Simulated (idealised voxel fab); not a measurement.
Proc. module: voxel wiring stack
The cross-section on display is named cut; it measures 175 nm wide, and its cells are 5 nm squares.
In this document a cross-section is written as a grid of square cells. It is given as a series of bands, listed from the top down, and a band is one or more rows of cells. What a band's entry tells you: where the top is and where the bottom is, as heights in nm, and after that what lies inside, material by material from left to right, each with its width in nm. Empty space is written as the word "empty", and a single material marked with the word "full width" occupies the band from edge to edge. Heights from 0 (as-received wafer is one material below). Bottom band endless downward, as "0 and below". The expression "30..40" gives the width at the extremes of the band, the first number at its top row of cells and the second at its bottom row, with the width changing by equal amounts from each row to the next in between. "no modification" for a step: no cell of the cross-section changed in that step. Enclosed voids (no open way to top), threshold 8 cells or more, entry "Enclosed void listing", notation width x height at distance, distance from left edge, nm. Post-settings text on a step line: simulator's own remark regarding the step. Each step line may optionally specify "overlay nm", which for a step with a mask gives the rightward distance between the mask's planned place and where it lay, a negative value indicating the leftward direction. What follows is a series of pairs. Each pair shows a cross-section before one process step and the cross-section after it, and the after view is drawn only down to the lowest band that changed. Beneath each pair is the step that lies between the two, with its settings. Pairs may come from different runs of this module on the same starting wafer, so a pair continues from the one above it only where its entry headed "Pre-step geometry" says so.

Pre-step geometry:
> 90 down to 70 = resist 15, then empty 15, then resist 40, then empty 15, then resist 40, then empty 15, then resist 35
> 70 down to 50 = SiO2 15, then empty 15, then resist 15, then SiO2 25, then empty 15, then resist 15, then SiO2 25, then empty 15, then resist 15, then SiO2 20
> 50 down to 35 = SiO2 full width
> 35 down to 30 = SiCN full width
> 30 down to 15 = lowk 15, then W 30, then lowk 25, then W 30, then lowk 25, then W 30, then lowk 20
> 15 down to 5 = SiO2 full width
> 5 down to 0 = TiN full width
> 0 and below = Si full width
> Enclosed void listing: none

Post-Step Appearance:
> 90 down to 70 = resist 15, then empty 15, then resist 40, then empty 15, then resist 40, then empty 15, then resist 35
> 70 down to 50 = SiO2 15, then empty 15, then resist 15, then SiO2 25, then empty 15, then resist 15, then SiO2 25, then empty 15, then resist 15, then SiO2 20
> 50 down to 35 = SiO2 15, then empty 15, then SiO2 40, then empty 15, then SiO2 40, then empty 15, then SiO2 35
> All layers under 35 are left as they were.
> Enclosed void listing: none
Intermediate step for the cross-sections above: DIRECTIONAL_ETCH | etch materials SiO2 | depth nm 15

Pre-step geometry: cross-section not repeated; it is the one shown after the step in the pair just above.

Post-Step Appearance:
> 90 down to 70 = resist 15, then empty 15, then resist 40, then empty 15, then resist 40, then empty 15, then resist 35
> 70 down to 50 = SiO2 15, then empty 15, then resist 15, then SiO2 25, then empty 15, then resist 15, then SiO2 25, then empty 15, then resist 15, then SiO2 20
> 50 down to 35 = SiO2 15, then empty 15, then SiO2 40, then empty 15, then SiO2 40, then empty 15, then SiO2 35
> 35 down to 30 = SiCN 15, then empty 15, then SiCN 40, then empty 15, then SiCN 40, then empty 15, then SiCN 35
> All layers under 30 are left as they were.
> Enclosed void listing: none
Intermediate step for the cross-sections above: DIRECTIONAL_ETCH | etch materials SiCN | depth nm 5

Pre-step geometry: cross-section not repeated; it is the one shown after the step in the pair just above.

Post-Step Appearance:
> 70 down to 50 = SiO2 15, then empty 30, then SiO2 25, then empty 30, then SiO2 25, then empty 30, then SiO2 20
> All layers under 50 are left as they were.
> Enclosed void listing: none
Intermediate step for the cross-sections above: STRIP | etch materials resist

Pre-step geometry: cross-section not repeated; it is the one shown after the step in the pair just above.

Post-Step Appearance:
> 75 down to 70 = TiN 20, then empty 20, then TiN 35, then empty 20, then TiN 35, then empty 20, then TiN 25
> 70 down to 55 = SiO2 15, then TiN 5, then empty 20, then TiN 5, then SiO2 25, then TiN 5, then empty 20, then TiN 5, then SiO2 25, then TiN 5, then empty 20, then TiN 5, then SiO2 20
> 55 down to 50 = SiO2 15, then TiN 5, then empty 5, then TiN 20, then SiO2 25, then TiN 5, then empty 5, then TiN 20, then SiO2 25, then TiN 5, then empty 5, then TiN 20, then SiO2 20
> 50 down to 35 = SiO2 15, then TiN 5, then empty 5, then TiN 5, then SiO2 40, then TiN 5, then empty 5, then TiN 5, then SiO2 40, then TiN 5, then empty 5, then TiN 5, then SiO2 35
> 35 down to 30 = SiCN 15, then TiN 15, then SiCN 40, then TiN 15, then SiCN 40, then TiN 15, then SiCN 35
> All layers under 30 are left as they were.
> Enclosed void listing: none
Intermediate step for the cross-sections above: CONFORMAL_DEP | material TiN | thk nm 5

Pre-step geometry: cross-section not repeated; it is the one shown after the step in the pair just above.

Post-Step Appearance:
> 80 down to 75 = Cu full width
> 75 down to 70 = TiN 20, then Cu 20, then TiN 35, then Cu 20, then TiN 35, then Cu 20, then TiN 25
> 70 down to 55 = SiO2 15, then TiN 5, then Cu 20, then TiN 5, then SiO2 25, then TiN 5, then Cu 20, then TiN 5, then SiO2 25, then TiN 5, then Cu 20, then TiN 5, then SiO2 20
> 55 down to 50 = SiO2 15, then TiN 5, then Cu 5, then TiN 20, then SiO2 25, then TiN 5, then Cu 5, then TiN 20, then SiO2 25, then TiN 5, then Cu 5, then TiN 20, then SiO2 20
> 50 down to 35 = SiO2 15, then TiN 5, then Cu 5, then TiN 5, then SiO2 40, then TiN 5, then Cu 5, then TiN 5, then SiO2 40, then TiN 5, then Cu 5, then TiN 5, then SiO2 35
> All layers under 35 are left as they were.
> Enclosed void listing: none
Intermediate step for the cross-sections above: FILL_DEP | material Cu | thk nm 5

Pre-step geometry: cross-section not repeated; it is the one shown after the step in the pair just above.

Post-Step Appearance:
> 70 down to 55 = SiO2 15, then TiN 5, then Cu 20, then TiN 5, then SiO2 25, then TiN 5, then Cu 20, then TiN 5, then SiO2 25, then TiN 5, then Cu 20, then TiN 5, then SiO2 20
> All layers under 55 are left as they were.
> Enclosed void listing: none
Intermediate step for the cross-sections above: CMP | height nm 70

Pre-step geometry: cross-section not repeated; it is the one shown after the step in the pair just above.

Post-Step Appearance:
> 75 down to 70 = SiCN full width
> All layers under 70 are left as they were.
> Enclosed void listing: none
Intermediate step for the cross-sections above: CONFORMAL_DEP | material SiCN | thk nm 5

Pre-step geometry:
> 35 down to 30 = lowk full width
> 30 down to 15 = lowk 15, then W 30, then lowk 25, then W 30, then lowk 25, then W 30, then lowk 20
> 15 down to 10 = lowk 15, then TiN 30, then lowk 25, then TiN 30, then lowk 25, then TiN 30, then lowk 20
> 10 down to 0 = SiO2 full width
> 0 and below = Si full width
> Enclosed void listing: none

Post-Step Appearance:
> 20 down to 15 = lowk 15, then W 30, then lowk 25, then W 30, then lowk 25, then W 30, then lowk 20
> All layers under 15 are left as they were.
> Enclosed void listing: none
Intermediate step for the cross-sections above: CMP | height nm 20

Pre-step geometry: cross-section not repeated; it is the one shown after the step in the pair just above.

Post-Step Appearance:
> 25 down to 20 = SiCN full width
> All layers under 20 are left as they were.
> Enclosed void listing: none
Intermediate step for the cross-sections above: CONFORMAL_DEP | material SiCN | thk nm 5

Pre-step geometry: cross-section not repeated; it is the one shown after the step in the pair just above.

Post-Step Appearance:
> 60 down to 25 = SiO2 full width
> All layers under 25 are left as they were.
> Enclosed void listing: none
Intermediate step for the cross-sections above: DIRECTIONAL_DEP | material SiO2 | thk nm 35

Pre-step geometry: cross-section not repeated; it is the one shown after the step in the pair just above.

Post-Step Appearance:
> 80 down to 60 = resist 15, then empty 30, then resist 25, then empty 30, then resist 25, then empty 30, then resist 20
> All layers under 60 are left as they were.
> Enclosed void listing: none
Intermediate step for the cross-sections above: PATTERN | tone open | mask id METAL_2 | material resist | width nm 30 | pitch nm 55 | thk nm 20 | overlay nm 0

Pre-step geometry: cross-section not repeated; it is the one shown after the step in the pair just above.

Post-Step Appearance:
> 80 down to 60 = resist 15, then empty 30, then resist 25, then empty 30, then resist 25, then empty 30, then resist 20
> 60 down to 40 = SiO2 15, then empty 30, then SiO2 25, then empty 30, then SiO2 25, then empty 30, then SiO2 20
> All layers under 40 are left as they were.
> Enclosed void listing: none
Intermediate step for the cross-sections above: DIRECTIONAL_ETCH | etch materials SiO2 | depth nm 20

Pre-step geometry: cross-section not repeated; it is the one shown after the step in the pair just above.

Post-Step Appearance:
> 60 down to 40 = SiO2 15, then empty 30, then SiO2 25, then empty 30, then SiO2 25, then empty 30, then SiO2 20
> All layers under 40 are left as they were.
> Enclosed void listing: none
Intermediate step for the cross-sections above: STRIP | etch materials resist

Pre-step geometry: cross-section not repeated; it is the one shown after the step in the pair just above.

Post-Step Appearance:
> 80 down to 60 = resist 15, then empty 15, then resist 40, then empty 15, then resist 40, then empty 15, then resist 35
> 60 down to 40 = SiO2 15, then empty 15, then resist 15, then SiO2 25, then empty 15, then resist 15, then SiO2 25, then empty 15, then resist 15, then SiO2 20
> All layers under 40 are left as they were.
> Enclosed void listing: none
Intermediate step for the cross-sections above: PATTERN | tone open | mask id METAL_2_HOLES | material resist | width nm 15 | pitch nm 55 | thk nm 20 | overlay nm 0

Pre-step geometry: cross-section not repeated; it is the one shown after the step in the pair just above.

Post-Step Appearance:
> 80 down to 60 = resist 15, then empty 15, then resist 40, then empty 15, then resist 40, then empty 15, then resist 35
> 60 down to 40 = SiO2 15, then empty 15, then resist 15, then SiO2 25, then empty 15, then resist 15, then SiO2 25, then empty 15, then resist 15, then SiO2 20
> 40 down to 25 = SiO2 15, then empty 15, then SiO2 40, then empty 15, then SiO2 40, then empty 15, then SiO2 35
> All layers under 25 are left as they were.
> Enclosed void listing: none
Intermediate step for the cross-sections above: DIRECTIONAL_ETCH | etch materials SiO2 | depth nm 15

Pre-step geometry: cross-section not repeated; it is the one shown after the step in the pair just above.

Post-Step Appearance:
> 80 down to 60 = resist 15, then empty 15, then resist 40, then empty 15, then resist 40, then empty 15, then resist 35
> 60 down to 40 = SiO2 15, then empty 15, then resist 15, then SiO2 25, then empty 15, then resist 15, then SiO2 25, then empty 15, then resist 15, then SiO2 20
> 40 down to 25 = SiO2 15, then empty 15, then SiO2 40, then empty 15, then SiO2 40, then empty 15, then SiO2 35
> 25 down to 20 = SiCN 15, then empty 15, then SiCN 40, then empty 15, then SiCN 40, then empty 15, then SiCN 35
> All layers under 20 are left as they were.
> Enclosed void listing: none
Intermediate step for the cross-sections above: DIRECTIONAL_ETCH | etch materials SiCN | depth nm 5

Pre-step geometry: cross-section not repeated; it is the one shown after the step in the pair just above.

Post-Step Appearance:
> 60 down to 40 = SiO2 15, then empty 30, then SiO2 25, then empty 30, then SiO2 25, then empty 30, then SiO2 20
> All layers under 40 are left as they were.
> Enclosed void listing: none
Intermediate step for the cross-sections above: STRIP | etch materials resist

Pre-step geometry: cross-section not repeated; it is the one shown after the step in the pair just above.

Post-Step Appearance:
> 65 down to 60 = TiN 20, then empty 20, then TiN 35, then empty 20, then TiN 35, then empty 20, then TiN 25
> 60 down to 45 = SiO2 15, then TiN 5, then empty 20, then TiN 5, then SiO2 25, then TiN 5, then empty 20, then TiN 5, then SiO2 25, then TiN 5, then empty 20, then TiN 5, then SiO2 20
> 45 down to 40 = SiO2 15, then TiN 5, then empty 5, then TiN 20, then SiO2 25, then TiN 5, then empty 5, then TiN 20, then SiO2 25, then TiN 5, then empty 5, then TiN 20, then SiO2 20
> 40 down to 25 = SiO2 15, then TiN 5, then empty 5, then TiN 5, then SiO2 40, then TiN 5, then empty 5, then TiN 5, then SiO2 40, then TiN 5, then empty 5, then TiN 5, then SiO2 35
> 25 down to 20 = SiCN 15, then TiN 15, then SiCN 40, then TiN 15, then SiCN 40, then TiN 15, then SiCN 35
> All layers under 20 are left as they were.
> Enclosed void listing: none
Intermediate step for the cross-sections above: CONFORMAL_DEP | material TiN | thk nm 5

Pre-step geometry: cross-section not repeated; it is the one shown after the step in the pair just above.

Post-Step Appearance:
> 70 down to 65 = Cu full width
> 65 down to 60 = TiN 20, then Cu 20, then TiN 35, then Cu 20, then TiN 35, then Cu 20, then TiN 25
> 60 down to 45 = SiO2 15, then TiN 5, then Cu 20, then TiN 5, then SiO2 25, then TiN 5, then Cu 20, then TiN 5, then SiO2 25, then TiN 5, then Cu 20, then TiN 5, then SiO2 20
> 45 down to 40 = SiO2 15, then TiN 5, then Cu 5, then TiN 20, then SiO2 25, then TiN 5, then Cu 5, then TiN 20, then SiO2 25, then TiN 5, then Cu 5, then TiN 20, then SiO2 20
> 40 down to 25 = SiO2 15, then TiN 5, then Cu 5, then TiN 5, then SiO2 40, then TiN 5, then Cu 5, then TiN 5, then SiO2 40, then TiN 5, then Cu 5, then TiN 5, then SiO2 35
> All layers under 25 are left as they were.
> Enclosed void listing: none
Intermediate step for the cross-sections above: FILL_DEP | material Cu | thk nm 5

Pre-step geometry: cross-section not repeated; it is the one shown after the step in the pair just above.

Post-Step Appearance:
> 75 down to 70 = SiCN full width
> All layers under 70 are left as they were.
> Enclosed void listing: none
Intermediate step for the cross-sections above: CONFORMAL_DEP | material SiCN | thk nm 5

Pre-step geometry:
> 30 down to 15 = W full width
> 15 down to 10 = TiN full width
> 10 down to 0 = SiO2 full width
> 0 and below = Si full width
> Enclosed void listing: none

Post-Step Appearance:
> 45 down to 30 = empty 15, then resist 35, then empty 20, then resist 35, then empty 20, then resist 35, then empty 15
> All layers under 30 are left as they were.
> Enclosed void listing: none
Intermediate step for the cross-sections above: PATTERN | tone cover | mask id METAL_1 | material resist | width nm 35 | pitch nm 55 | thk nm 15 | overlay nm 0

Pre-step geometry: cross-section not repeated; it is the one shown after the step in the pair just above.

Post-Step Appearance:
> 45 down to 30 = empty 15, then resist 35, then empty 20, then resist 35, then empty 20, then resist 35, then empty 15
> 30 down to 15 = empty 15, then W 35, then empty 20, then W 35, then empty 20, then W 35, then empty 15
> All layers under 15 are left as they were.
> Enclosed void listing: none
Intermediate step for the cross-sections above: DIRECTIONAL_ETCH | etch materials W | depth nm 15

Pre-step geometry: cross-section not repeated; it is the one shown after the step in the pair just above.

Post-Step Appearance:
> 45 down to 30 = empty 15, then resist 35, then empty 20, then resist 35, then empty 20, then resist 35, then empty 15
> 30 down to 15 = empty 15, then W 35, then empty 20, then W 35, then empty 20, then W 35, then empty 15
> 15 down to 10 = empty 15, then TiN 35, then empty 20, then TiN 35, then empty 20, then TiN 35, then empty 15
> All layers under 10 are left as they were.
> Enclosed void listing: none
Intermediate step for the cross-sections above: DIRECTIONAL_ETCH | etch materials TiN | depth nm 5

Pre-step geometry: cross-section not repeated; it is the one shown after the step in the pair just above.

Post-Step Appearance:
> 30 down to 15 = empty 15, then W 35, then empty 20, then W 35, then empty 20, then W 35, then empty 15
> All layers under 15 are left as they were.
> Enclosed void listing: none
Intermediate step for the cross-sections above: STRIP | etch materials resist

Pre-step geometry: cross-section not repeated; it is the one shown after the step in the pair just above.

Post-Step Appearance:
> 35 down to 30 = lowk full width
> 30 down to 15 = lowk 15, then W 35, then lowk 20, then W 35, then lowk 20, then W 35, then lowk 15
> 15 down to 10 = lowk 15, then TiN 35, then lowk 20, then TiN 35, then lowk 20, then TiN 35, then lowk 15
> All layers under 10 are left as they were.
> Enclosed void listing: none
Intermediate step for the cross-sections above: FILL_DEP | material lowk | thk nm 5

Pre-step geometry: cross-section not repeated; it is the one shown after the step in the pair just above.

Post-Step Appearance:
> 30 down to 15 = lowk 15, then W 35, then lowk 20, then W 35, then lowk 20, then W 35, then lowk 15
> All layers under 15 are left as they were.
> Enclosed void listing: none
Intermediate step for the cross-sections above: CMP | height nm 30

Pre-step geometry: cross-section not repeated; it is the one shown after the step in the pair just above.

Post-Step Appearance:
> 35 down to 30 = SiCN full width
> All layers under 30 are left as they were.
> Enclosed void listing: none
Intermediate step for the cross-sections above: CONFORMAL_DEP | material SiCN | thk nm 5

Pre-step geometry: cross-section not repeated; it is the one shown after the step in the pair just above.

Post-Step Appearance:
> 70 down to 35 = SiO2 full width
> All layers under 35 are left as they were.
> Enclosed void listing: none
Intermediate step for the cross-sections above: DIRECTIONAL_DEP | material SiO2 | thk nm 35

Pre-step geometry: cross-section not repeated; it is the one shown after the step in the pair just above.

Post-Step Appearance:
> 90 down to 70 = resist 15, then empty 30, then resist 25, then empty 30, then resist 25, then empty 30, then resist 20
> All layers under 70 are left as they were.
> Enclosed void listing: none
Intermediate step for the cross-sections above: PATTERN | tone open | mask id METAL_2 | material resist | width nm 30 | pitch nm 55 | thk nm 20 | overlay nm 0

Pre-step geometry: cross-section not repeated; it is the one shown after the step in the pair just above.

Post-Step Appearance:
> 90 down to 70 = resist 15, then empty 30, then resist 25, then empty 30, then resist 25, then empty 30, then resist 20
> 70 down to 50 = SiO2 15, then empty 30, then SiO2 25, then empty 30, then SiO2 25, then empty 30, then SiO2 20
> All layers under 50 are left as they were.
> Enclosed void listing: none
Intermediate step for the cross-sections above: DIRECTIONAL_ETCH | etch materials SiO2 | depth nm 20

Pre-step geometry: cross-section not repeated; it is the one shown after the step in the pair just above.

Post-Step Appearance:
> 70 down to 50 = SiO2 15, then empty 30, then SiO2 25, then empty 30, then SiO2 25, then empty 30, then SiO2 20
> All layers under 50 are left as they were.
> Enclosed void listing: none
Intermediate step for the cross-sections above: STRIP | etch materials resist

Pre-step geometry: cross-section not repeated; it is the one shown after the step in the pair just above.

Post-Step Appearance:
> 90 down to 70 = resist 15, then empty 15, then resist 40, then empty 15, then resist 40, then empty 15, then resist 35
> 70 down to 50 = SiO2 15, then empty 15, then resist 15, then SiO2 25, then empty 15, then resist 15, then SiO2 25, then empty 15, then resist 15, then SiO2 20
> All layers under 50 are left as they were.
> Enclosed void listing: none
Intermediate step for the cross-sections above: PATTERN | tone open | mask id METAL_2_HOLES | material resist | width nm 15 | pitch nm 55 | thk nm 20 | overlay nm 0

Pre-step geometry: cross-section not repeated; it is the one shown after the step in the pair just above.

Post-Step Appearance:
> 90 down to 70 = resist 15, then empty 15, then resist 40, then empty 15, then resist 40, then empty 15, then resist 35
> 70 down to 50 = SiO2 15, then empty 15, then resist 15, then SiO2 25, then empty 15, then resist 15, then SiO2 25, then empty 15, then resist 15, then SiO2 20
> 50 down to 35 = SiO2 15, then empty 15, then SiO2 40, then empty 15, then SiO2 40, then empty 15, then SiO2 35
> All layers under 35 are left as they were.
> Enclosed void listing: none
Intermediate step for the cross-sections above: DIRECTIONAL_ETCH | etch materials SiO2 | depth nm 15

Pre-step geometry: cross-section not repeated; it is the one shown after the step in the pair just above.

Post-Step Appearance:
> 90 down to 70 = resist 15, then empty 15, then resist 40, then empty 15, then resist 40, then empty 15, then resist 35
> 70 down to 50 = SiO2 15, then empty 15, then resist 15, then SiO2 25, then empty 15, then resist 15, then SiO2 25, then empty 15, then resist 15, then SiO2 20
> 50 down to 35 = SiO2 15, then empty 15, then SiO2 40, then empty 15, then SiO2 40, then empty 15, then SiO2 35
> 35 down to 30 = SiCN 15, then empty 15, then SiCN 40, then empty 15, then SiCN 40, then empty 15, then SiCN 35
> All layers under 30 are left as they were.
> Enclosed void listing: none
Intermediate step for the cross-sections above: DIRECTIONAL_ETCH | etch materials SiCN | depth nm 5

Pre-step geometry: cross-section not repeated; it is the one shown after the step in the pair just above.

Post-Step Appearance:
> 70 down to 50 = SiO2 15, then empty 30, then SiO2 25, then empty 30, then SiO2 25, then empty 30, then SiO2 20
> All layers under 50 are left as they were.
> Enclosed void listing: none
Intermediate step for the cross-sections above: STRIP | etch materials resist

Pre-step geometry: cross-section not repeated; it is the one shown after the step in the pair just above.

Post-Step Appearance:
> 75 down to 70 = TiN 20, then empty 20, then TiN 35, then empty 20, then TiN 35, then empty 20, then TiN 25
> 70 down to 55 = SiO2 15, then TiN 5, then empty 20, then TiN 5, then SiO2 25, then TiN 5, then empty 20, then TiN 5, then SiO2 25, then TiN 5, then empty 20, then TiN 5, then SiO2 20
> 55 down to 50 = SiO2 15, then TiN 5, then empty 5, then TiN 20, then SiO2 25, then TiN 5, then empty 5, then TiN 20, then SiO2 25, then TiN 5, then empty 5, then TiN 20, then SiO2 20
> 50 down to 35 = SiO2 15, then TiN 5, then empty 5, then TiN 5, then SiO2 40, then TiN 5, then empty 5, then TiN 5, then SiO2 40, then TiN 5, then empty 5, then TiN 5, then SiO2 35
> 35 down to 30 = SiCN 15, then TiN 15, then SiCN 40, then TiN 15, then SiCN 40, then TiN 15, then SiCN 35
> All layers under 30 are left as they were.
> Enclosed void listing: none
Intermediate step for the cross-sections above: CONFORMAL_DEP | material TiN | thk nm 5

Pre-step geometry: cross-section not repeated; it is the one shown after the step in the pair just above.

Post-Step Appearance:
> 80 down to 75 = Cu full width
> 75 down to 70 = TiN 20, then Cu 20, then TiN 35, then Cu 20, then TiN 35, then Cu 20, then TiN 25
> 70 down to 55 = SiO2 15, then TiN 5, then Cu 20, then TiN 5, then SiO2 25, then TiN 5, then Cu 20, then TiN 5, then SiO2 25, then TiN 5, then Cu 20, then TiN 5, then SiO2 20
> 55 down to 50 = SiO2 15, then TiN 5, then Cu 5, then TiN 20, then SiO2 25, then TiN 5, then Cu 5, then TiN 20, then SiO2 25, then TiN 5, then Cu 5, then TiN 20, then SiO2 20
> 50 down to 35 = SiO2 15, then TiN 5, then Cu 5, then TiN 5, then SiO2 40, then TiN 5, then Cu 5, then TiN 5, then SiO2 40, then TiN 5, then Cu 5, then TiN 5, then SiO2 35
> All layers under 35 are left as they were.
> Enclosed void listing: none
Intermediate step for the cross-sections above: FILL_DEP | material Cu | thk nm 5

Pre-step geometry: cross-section not repeated; it is the one shown after the step in the pair just above.

Post-Step Appearance:
> 70 down to 55 = SiO2 15, then TiN 5, then Cu 20, then TiN 5, then SiO2 25, then TiN 5, then Cu 20, then TiN 5, then SiO2 25, then TiN 5, then Cu 20, then TiN 5, then SiO2 20
> All layers under 55 are left as they were.
> Enclosed void listing: none
Intermediate step for the cross-sections above: CMP | height nm 70

Pre-step geometry: cross-section not repeated; it is the one shown after the step in the pair just above.

Post-Step Appearance:
> 75 down to 70 = SiCN full width
> All layers under 70 are left as they were.
> Enclosed void listing: none
Intermediate step for the cross-sections above: CONFORMAL_DEP | material SiCN | thk nm 5

Pre-step geometry:
> 70 down to 50 = SiO2 15, then empty 30, then SiO2 25, then empty 30, then SiO2 25, then empty 30, then SiO2 20
> 50 down to 35 = SiO2 full width
> 35 down to 30 = SiCN full width
> 30 down to 15 = lowk 15, then W 30, then lowk 25, then W 30, then lowk 25, then W 30, then lowk 20
> 15 down to 10 = lowk 15, then TiN 30, then lowk 25, then TiN 30, then lowk 25, then TiN 30, then lowk 20
> 10 down to 0 = SiO2 full width
> 0 and below = Si full width
> Enclosed void listing: none

Post-Step Appearance:
> 90 down to 70 = resist 20, then empty 15, then resist 40, then empty 15, then resist 40, then empty 15, then resist 30
> 70 down to 50 = SiO2 15, then resist 5, then empty 15, then resist 10, then SiO2 25, then resist 5, then empty 15, then resist 10, then SiO2 25, then resist 5, then empty 15, then resist 10, then SiO2 20
> All layers under 50 are left as they were.
> Enclosed void listing: none
Intermediate step for the cross-sections above: PATTERN | tone open | mask id METAL_2_HOLES | material resist | width nm 15 | pitch nm 55 | thk nm 20 | overlay nm 5

Pre-step geometry: cross-section not repeated; it is the one shown after the step in the pair just above.

Post-Step Appearance:
> 90 down to 70 = resist 20, then empty 15, then resist 40, then empty 15, then resist 40, then empty 15, then resist 30
> 70 down to 50 = SiO2 15, then resist 5, then empty 15, then resist 10, then SiO2 25, then resist 5, then empty 15, then resist 10, then SiO2 25, then resist 5, then empty 15, then resist 10, then SiO2 20
> 50 down to 35 = SiO2 20, then empty 15, then SiO2 40, then empty 15, then SiO2 40, then empty 15, then SiO2 30
> All layers under 35 are left as they were.
> Enclosed void listing: none
Intermediate step for the cross-sections above: DIRECTIONAL_ETCH | etch materials SiO2 | depth nm 15

Pre-step geometry: cross-section not repeated; it is the one shown after the step in the pair just above.

Post-Step Appearance:
> 90 down to 70 = resist 20, then empty 15, then resist 40, then empty 15, then resist 40, then empty 15, then resist 30
> 70 down to 50 = SiO2 15, then resist 5, then empty 15, then resist 10, then SiO2 25, then resist 5, then empty 15, then resist 10, then SiO2 25, then resist 5, then empty 15, then resist 10, then SiO2 20
> 50 down to 35 = SiO2 20, then empty 15, then SiO2 40, then empty 15, then SiO2 40, then empty 15, then SiO2 30
> 35 down to 30 = SiCN 20, then empty 15, then SiCN 40, then empty 15, then SiCN 40, then empty 15, then SiCN 30
> All layers under 30 are left as they were.
> Enclosed void listing: none
Intermediate step for the cross-sections above: DIRECTIONAL_ETCH | etch materials SiCN | depth nm 5

Pre-step geometry: cross-section not repeated; it is the one shown after the step in the pair just above.

Post-Step Appearance:
> 70 down to 50 = SiO2 15, then empty 30, then SiO2 25, then empty 30, then SiO2 25, then empty 30, then SiO2 20
> All layers under 50 are left as they were.
> Enclosed void listing: none
Intermediate step for the cross-sections above: STRIP | etch materials resist

Pre-step geometry: cross-section not repeated; it is the one shown after the step in the pair just above.

Post-Step Appearance:
> 75 down to 70 = TiN 20, then empty 20, then TiN 35, then empty 20, then TiN 35, then empty 20, then TiN 25
> 70 down to 55 = SiO2 15, then TiN 5, then empty 20, then TiN 5, then SiO2 25, then TiN 5, then empty 20, then TiN 5, then SiO2 25, then TiN 5, then empty 20, then TiN 5, then SiO2 20
> 55 down to 50 = SiO2 15, then TiN 10, then empty 5, then TiN 15, then SiO2 25, then TiN 10, then empty 5, then TiN 15, then SiO2 25, then TiN 10, then empty 5, then TiN 15, then SiO2 20
> 50 down to 35 = SiO2 20, then TiN 5, then empty 5, then TiN 5, then SiO2 40, then TiN 5, then empty 5, then TiN 5, then SiO2 40, then TiN 5, then empty 5, then TiN 5, then SiO2 30
> 35 down to 30 = SiCN 20, then TiN 15, then SiCN 40, then TiN 15, then SiCN 40, then TiN 15, then SiCN 30
> All layers under 30 are left as they were.
> Enclosed void listing: none
Intermediate step for the cross-sections above: CONFORMAL_DEP | material TiN | thk nm 5

Pre-step geometry: cross-section not repeated; it is the one shown after the step in the pair just above.

Post-Step Appearance:
> 80 down to 75 = Cu full width
> 75 down to 70 = TiN 20, then Cu 20, then TiN 35, then Cu 20, then TiN 35, then Cu 20, then TiN 25
> 70 down to 55 = SiO2 15, then TiN 5, then Cu 20, then TiN 5, then SiO2 25, then TiN 5, then Cu 20, then TiN 5, then SiO2 25, then TiN 5, then Cu 20, then TiN 5, then SiO2 20
> 55 down to 50 = SiO2 15, then TiN 10, then Cu 5, then TiN 15, then SiO2 25, then TiN 10, then Cu 5, then TiN 15, then SiO2 25, then TiN 10, then Cu 5, then TiN 15, then SiO2 20
> 50 down to 35 = SiO2 20, then TiN 5, then Cu 5, then TiN 5, then SiO2 40, then TiN 5, then Cu 5, then TiN 5, then SiO2 40, then TiN 5, then Cu 5, then TiN 5, then SiO2 30
> All layers under 35 are left as they were.
> Enclosed void listing: none
Intermediate step for the cross-sections above: FILL_DEP | material Cu | thk nm 5

Pre-step geometry: cross-section not repeated; it is the one shown after the step in the pair just above.

Post-Step Appearance:
> 70 down to 55 = SiO2 15, then TiN 5, then Cu 20, then TiN 5, then SiO2 25, then TiN 5, then Cu 20, then TiN 5, then SiO2 25, then TiN 5, then Cu 20, then TiN 5, then SiO2 20
> All layers under 55 are left as they were.
> Enclosed void listing: none
Intermediate step for the cross-sections above: CMP | height nm 70

Pre-step geometry: cross-section not repeated; it is the one shown after the step in the pair just above.

Post-Step Appearance:
> 75 down to 70 = SiCN full width
> All layers under 70 are left as they were.
> Enclosed void listing: none
Intermediate step for the cross-sections above: CONFORMAL_DEP | material SiCN | thk nm 5

Pre-step geometry:
> 75 down to 70 = TiN 20, then empty 20, then TiN 35, then empty 20, then TiN 35, then empty 20, then TiN 25
> 70 down to 55 = SiO2 15, then TiN 5, then empty 20, then TiN 5, then SiO2 25, then TiN 5, then empty 20, then TiN 5, then SiO2 25, then TiN 5, then empty 20, then TiN 5, then SiO2 20
> 55 down to 50 = SiO2 15, then TiN 5, then empty 5, then TiN 20, then SiO2 25, then TiN 5, then empty 5, then TiN 20, then SiO2 25, then TiN 5, then empty 5, then TiN 20, then SiO2 20
> 50 down to 35 = SiO2 15, then TiN 5, then empty 5, then TiN 5, then SiO2 40, then TiN 5, then empty 5, then TiN 5, then SiO2 40, then TiN 5, then empty 5, then TiN 5, then SiO2 35
> 35 down to 30 = SiCN 15, then TiN 15, then SiCN 40, then TiN 15, then SiCN 40, then TiN 15, then SiCN 35
> 30 down to 15 = lowk 15, then W 30, then lowk 25, then W 30, then lowk 25, then W 30, then lowk 20
> 15 down to 10 = lowk 15, then TiN 30, then lowk 25, then TiN 30, then lowk 25, then TiN 30, then lowk 20
> 10 down to 0 = SiO2 full width
> 0 and below = Si full width
> Enclosed void listing: none

Post-Step Appearance:
> 80 down to 75 = lowk full width
> 75 down to 70 = TiN 20, then lowk 20, then TiN 35, then lowk 20, then TiN 35, then lowk 20, then TiN 25
> 70 down to 55 = SiO2 15, then TiN 5, then lowk 20, then TiN 5, then SiO2 25, then TiN 5, then lowk 20, then TiN 5, then SiO2 25, then TiN 5, then lowk 20, then TiN 5, then SiO2 20
> 55 down to 50 = SiO2 15, then TiN 5, then lowk 5, then TiN 20, then SiO2 25, then TiN 5, then lowk 5, then TiN 20, then SiO2 25, then TiN 5, then lowk 5, then TiN 20, then SiO2 20
> 50 down to 35 = SiO2 15, then TiN 5, then lowk 5, then TiN 5, then SiO2 40, then TiN 5, then lowk 5, then TiN 5, then SiO2 40, then TiN 5, then lowk 5, then TiN 5, then SiO2 35
> All layers under 35 are left as they were.
> Enclosed void listing: none
Intermediate step for the cross-sections above: FILL_DEP | material lowk | thk nm 5

Pre-step geometry: cross-section not repeated; it is the one shown after the step in the pair just above.

Post-Step Appearance:
> 70 down to 55 = SiO2 15, then TiN 5, then lowk 20, then TiN 5, then SiO2 25, then TiN 5, then lowk 20, then TiN 5, then SiO2 25, then TiN 5, then lowk 20, then TiN 5, then SiO2 20
> All layers under 55 are left as they were.
> Enclosed void listing: none
Intermediate step for the cross-sections above: CMP | height nm 70

Pre-step geometry: cross-section not repeated; it is the one shown after the step in the pair just above.

Post-Step Appearance:
> 75 down to 70 = SiCN full width
> All layers under 70 are left as they were.
> Enclosed void listing: none
Intermediate step for the cross-sections above: CONFORMAL_DEP | material SiCN | thk nm 5
